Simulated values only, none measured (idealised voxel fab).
The following process module bears the name voxel wiring stack.
Section cut is 295 nm wide and gridded with 5 nm square cells.
Throughout this document, each cross-section is represented as a grid of square cells and is presented as a sequence of bands enumerated from the top downward, where a band comprises one or more rows of cells. A band entry consists of two parts. The first gives the height of the band's top and the height of its bottom, in nm. The rest lists the band's materials from left to right, each with its width in nm. A single material labelled with the word "full width" fills the band from edge to edge, and the word "blank" marks empty space. Basically, 0 is our baseline, since under it the wafer straight out of the box is all one material. The bottom band has no lower end and keeps on going down, so it looks like "0 down". Width spec "30..40" -> top row of cells at first value, bottom row at second value, equal per-row change in between. "no alterations made" means the step left every cell of the cross-section as it was. Closed void listing: empty space of 8 cells or more with no open way to the top, each as width x height at its distance from the left edge, in nm. Formally, on a step line, whatever follows the settings is a remark that the simulator itself makes on the step. For masked steps, "overlay nm" on the step line gives how far right of plan the mask actually lay; a minus sign means it lay to the left.
-- Listed below are the process steps as planned
1: RECEIVE with material Si
2: CONFORMAL_DEP with material SiO2, thk nm 10
3: DIRECTIONAL_DEP with material TiN, thk nm 5
4: DIRECTIONAL_DEP with material Ru, thk nm 20
5: MASKED_ETCH with tone cover, mask id METAL_1, width nm 30, pitch nm 50, etch materials Ru, depth nm 20, overlay nm 0
6: MASKED_ETCH with tone cover, mask id METAL_1, width nm 30, pitch nm 50, etch materials TiN, depth nm 5, overlay nm 0
7: FILL_DEP with material SiO2, thk nm 5
8: CMP with height nm 35
9: CONFORMAL_DEP with material SiCN, thk nm 5
10: DIRECTIONAL_DEP with material lowk, thk nm 25
11: MASKED_ETCH with tone open, mask id METAL_2_HOLES, width nm 15, pitch nm 50, etch materials lowk, depth nm 25, overlay nm 0
12: MASKED_ETCH with tone open, mask id METAL_2, width nm 30, pitch nm 50, etch materials lowk, depth nm 15, overlay nm 0
13: MASKED_ETCH with tone open, mask id METAL_2, width nm 30, pitch nm 50, etch materials SiCN, depth nm 5, overlay nm 0
14: CONFORMAL_DEP with material TiN, thk nm 5
15: FILL_DEP with material Ru, thk nm 5
16: CMP with height nm 65
17: CONFORMAL_DEP with material SiCN, thk nm 5
18: DIRECTIONAL_DEP with material SiO2, thk nm 10
19: MASKED_ETCH with tone open, mask id PLUG_2, width nm 15, pitch nm 100, etch materials SiO2, depth nm 10, overlay nm 0
20: MASKED_ETCH with tone open, mask id PLUG_2, width nm 15, pitch nm 100, etch materials SiCN, depth nm 5, overlay nm 0
21: EPI with material Ru, thk nm 10
22: EPI with material Ru, thk nm 5
23: DIRECTIONAL_DEP with material TiN, thk nm 5
24: DIRECTIONAL_DEP with material W, thk nm 25
25: MASKED_ETCH with tone cover, mask id METAL_3, width nm 30, pitch nm 50, etch materials W, depth nm 25, overlay nm 0
26: MASKED_ETCH with tone cover, mask id METAL_3, width nm 30, pitch nm 50, etch materials TiN, depth nm 5, overlay nm 0
27: CONFORMAL_DEP with material SiCN, thk nm 5
28: FILL_DEP with material lowk, thk nm 5
29: CMP with height nm 110
30: CONFORMAL_DEP with material SiCN, thk nm 5
31: DIRECTIONAL_DEP with material SiO2, thk nm 25
32: DIRECTIONAL_DEP with material aC, thk nm 10
33: PATTERN with tone open, mask id METAL_4, material resist, width nm 30, pitch nm 50, thk nm 25, overlay nm 0
34: DIRECTIONAL_ETCH with etch materials aC, depth nm 10
35: STRIP with etch materials resist
36: DIRECTIONAL_ETCH with etch materials SiO2, depth nm 15
37: STRIP with etch materials aC
38: MASKED_ETCH with tone open, mask id METAL_4_HOLES, width nm 15, pitch nm 50, etch materials SiO2, depth nm 10, overlay nm 0
39: MASKED_ETCH with tone open, mask id METAL_4_HOLES, width nm 15, pitch nm 50, etch materials SiCN, depth nm 5, overlay nm 0
40: CONFORMAL_DEP with material TiN, thk nm 5
41: FILL_DEP with material Cu, thk nm 10
42: CMP with height nm 140
43: CONFORMAL_DEP with material SiN, thk nm 5
-- Cross-section of the wafer at receipt, which is the condition after step 1
> 0 down = Si full width
> Closed void listing: none
-- First of two wafers: cross-section at end of module, run per plan
> 145 to 140 = SiN full width
> 140 to 130 = SiO2 55 nm, TiN 5 nm, Cu 20 nm, TiN 5 nm, SiO2 20 nm, TiN 5 nm, Cu 20 nm, TiN 5 nm, SiO2 20 nm, TiN 5 nm, Cu 20 nm, TiN 5 nm, SiO2 20 nm, TiN 5 nm, Cu 20 nm, TiN 5 nm, SiO2 60 nm
> 130 to 125 = SiO2 55 nm, TiN 5 nm, Cu 5 nm, TiN 20 nm, SiO2 20 nm, TiN 5 nm, Cu 5 nm, TiN 20 nm, SiO2 20 nm, TiN 5 nm, Cu 5 nm, TiN 20 nm, SiO2 20 nm, TiN 5 nm, Cu 5 nm, TiN 20 nm, SiO2 60 nm
> 125 to 115 = SiO2 55 nm, TiN 5 nm, Cu 5 nm, TiN 5 nm, SiO2 35 nm, TiN 5 nm, Cu 5 nm, TiN 5 nm, SiO2 35 nm, TiN 5 nm, Cu 5 nm, TiN 5 nm, SiO2 35 nm, TiN 5 nm, Cu 5 nm, TiN 5 nm, SiO2 75 nm
> 115 to 110 = SiCN 55 nm, TiN 15 nm, SiCN 35 nm, TiN 15 nm, SiCN 35 nm, TiN 15 nm, SiCN 35 nm, TiN 15 nm, SiCN 75 nm
> 110 to 85 = lowk 50 nm, SiCN 5 nm, W 30 nm, SiCN 5 nm, lowk 10 nm, SiCN 5 nm, W 30 nm, SiCN 5 nm, lowk 10 nm, SiCN 5 nm, W 30 nm, SiCN 5 nm, lowk 10 nm, SiCN 5 nm, W 30 nm, SiCN 5 nm, lowk 55 nm
> 85 to 80 = SiCN 55 nm, TiN 30 nm, SiCN 20 nm, TiN 30 nm, SiCN 20 nm, TiN 30 nm, SiCN 20 nm, TiN 30 nm, SiCN 60 nm
> 80 to 70 = SiO2 55 nm, Ru 15 nm, SiO2 85 nm, Ru 15 nm, SiO2 125 nm
> 70 to 65 = SiCN 55 nm, Ru 15 nm, SiCN 85 nm, Ru 15 nm, SiCN 125 nm
> 65 to 55 = lowk 55 nm, TiN 5 nm, Ru 20 nm, TiN 5 nm, lowk 20 nm, TiN 5 nm, Ru 20 nm, TiN 5 nm, lowk 20 nm, TiN 5 nm, Ru 20 nm, TiN 5 nm, lowk 20 nm, TiN 5 nm, Ru 20 nm, TiN 5 nm, lowk 60 nm
> 55 to 50 = lowk 55 nm, TiN 5 nm, Ru 5 nm, TiN 20 nm, lowk 20 nm, TiN 5 nm, Ru 5 nm, TiN 20 nm, lowk 20 nm, TiN 5 nm, Ru 5 nm, TiN 20 nm, lowk 20 nm, TiN 5 nm, Ru 5 nm, TiN 20 nm, lowk 60 nm
> 50 to 40 = lowk 55 nm, TiN 5 nm, Ru 5 nm, TiN 5 nm, lowk 35 nm, TiN 5 nm, Ru 5 nm, TiN 5 nm, lowk 35 nm, TiN 5 nm, Ru 5 nm, TiN 5 nm, lowk 35 nm, TiN 5 nm, Ru 5 nm, TiN 5 nm, lowk 75 nm
> 40 to 35 = SiCN 55 nm, TiN 15 nm, SiCN 35 nm, TiN 15 nm, SiCN 35 nm, TiN 15 nm, SiCN 35 nm, TiN 15 nm, SiCN 75 nm
> 35 to 15 = SiO2 55 nm, Ru 30 nm, SiO2 20 nm, Ru 30 nm, SiO2 20 nm, Ru 30 nm, SiO2 20 nm, Ru 30 nm, SiO2 60 nm
> 15 to 10 = SiO2 55 nm, TiN 30 nm, SiO2 20 nm, TiN 30 nm, SiO2 20 nm, TiN 30 nm, SiO2 20 nm, TiN 30 nm, SiO2 60 nm
> 10 to 0 = SiO2 full width
> 0 down = Si full width
> Closed void listing: none
-- Second wafer of the two, sectioned at the end of the module. It began like the first and followed the same plan, but one mistake was made while running it
> 145 to 140 = SiN full width
> 140 to 130 = SiO2 55 nm, TiN 5 nm, Cu 20 nm, TiN 5 nm, SiO2 20 nm, TiN 5 nm, Cu 20 nm, TiN 5 nm, SiO2 20 nm, TiN 5 nm, Cu 20 nm, TiN 5 nm, SiO2 20 nm, TiN 5 nm, Cu 20 nm, TiN 5 nm, SiO2 60 nm
> 130 to 125 = SiO2 55 nm, TiN 5 nm, Cu 5 nm, TiN 20 nm, SiO2 20 nm, TiN 5 nm, Cu 5 nm, TiN 20 nm, SiO2 20 nm, TiN 5 nm, Cu 5 nm, TiN 20 nm, SiO2 20 nm, TiN 5 nm, Cu 5 nm, TiN 20 nm, SiO2 60 nm
> 125 to 115 = SiO2 55 nm, TiN 5 nm, Cu 5 nm, TiN 5 nm, SiO2 35 nm, TiN 5 nm, Cu 5 nm, TiN 5 nm, SiO2 35 nm, TiN 5 nm, Cu 5 nm, TiN 5 nm, SiO2 35 nm, TiN 5 nm, Cu 5 nm, TiN 5 nm, SiO2 75 nm
> 115 to 110 = SiCN 55 nm, TiN 15 nm, SiCN 35 nm, TiN 15 nm, SiCN 35 nm, TiN 15 nm, SiCN 35 nm, TiN 15 nm, SiCN 75 nm
> 110 to 105 = lowk full width
> 105 to 100 = lowk 50 nm, SiCN 40 nm, lowk 10 nm, SiCN 40 nm, lowk 10 nm, SiCN 40 nm, lowk 10 nm, SiCN 40 nm, lowk 55 nm
> 100 to 75 = lowk 50 nm, SiCN 5 nm, W 30 nm, SiCN 5 nm, lowk 10 nm, SiCN 5 nm, W 30 nm, SiCN 5 nm, lowk 10 nm, SiCN 5 nm, W 30 nm, SiCN 5 nm, lowk 10 nm, SiCN 5 nm, W 30 nm, SiCN 5 nm, lowk 55 nm
> 75 to 70 = SiCN 55 nm, TiN 30 nm, SiCN 20 nm, TiN 30 nm, SiCN 20 nm, TiN 30 nm, SiCN 20 nm, TiN 30 nm, SiCN 60 nm
> 70 to 60 = SiO2 55 nm, Ru 15 nm, SiO2 85 nm, Ru 15 nm, SiO2 125 nm
> 60 to 55 = SiCN 55 nm, Ru 15 nm, SiCN 85 nm, Ru 15 nm, SiCN 125 nm
> 55 to 50 = lowk 55 nm, TiN 5 nm, Ru 5 nm, TiN 20 nm, lowk 20 nm, TiN 5 nm, Ru 5 nm, TiN 20 nm, lowk 20 nm, TiN 5 nm, Ru 5 nm, TiN 20 nm, lowk 20 nm, TiN 5 nm, Ru 5 nm, TiN 20 nm, lowk 60 nm
> 50 to 40 = lowk 55 nm, TiN 5 nm, Ru 5 nm, TiN 5 nm, lowk 35 nm, TiN 5 nm, Ru 5 nm, TiN 5 nm, lowk 35 nm, TiN 5 nm, Ru 5 nm, TiN 5 nm, lowk 35 nm, TiN 5 nm, Ru 5 nm, TiN 5 nm, lowk 75 nm
> 40 to 35 = SiCN 55 nm, TiN 15 nm, SiCN 35 nm, TiN 15 nm, SiCN 35 nm, TiN 15 nm, SiCN 35 nm, TiN 15 nm, SiCN 75 nm
> 35 to 15 = SiO2 55 nm, Ru 30 nm, SiO2 20 nm, Ru 30 nm, SiO2 20 nm, Ru 30 nm, SiO2 20 nm, Ru 30 nm, SiO2 60 nm
> 15 to 10 = SiO2 55 nm, TiN 30 nm, SiO2 20 nm, TiN 30 nm, SiO2 20 nm, TiN 30 nm, SiO2 20 nm, TiN 30 nm, SiO2 60 nm
> 10 to 0 = SiO2 full width
> 0 down = Si full width
> Closed void listing: none
Finding, execution versus plan: off-plan run, step 16, actual operation and settings CMP with height nm 55
Count the cells at the end and the second wafer has more or fewer of some materials than the first: -32 Ru | +32 SiCN | -16 TiN | +16 lowk
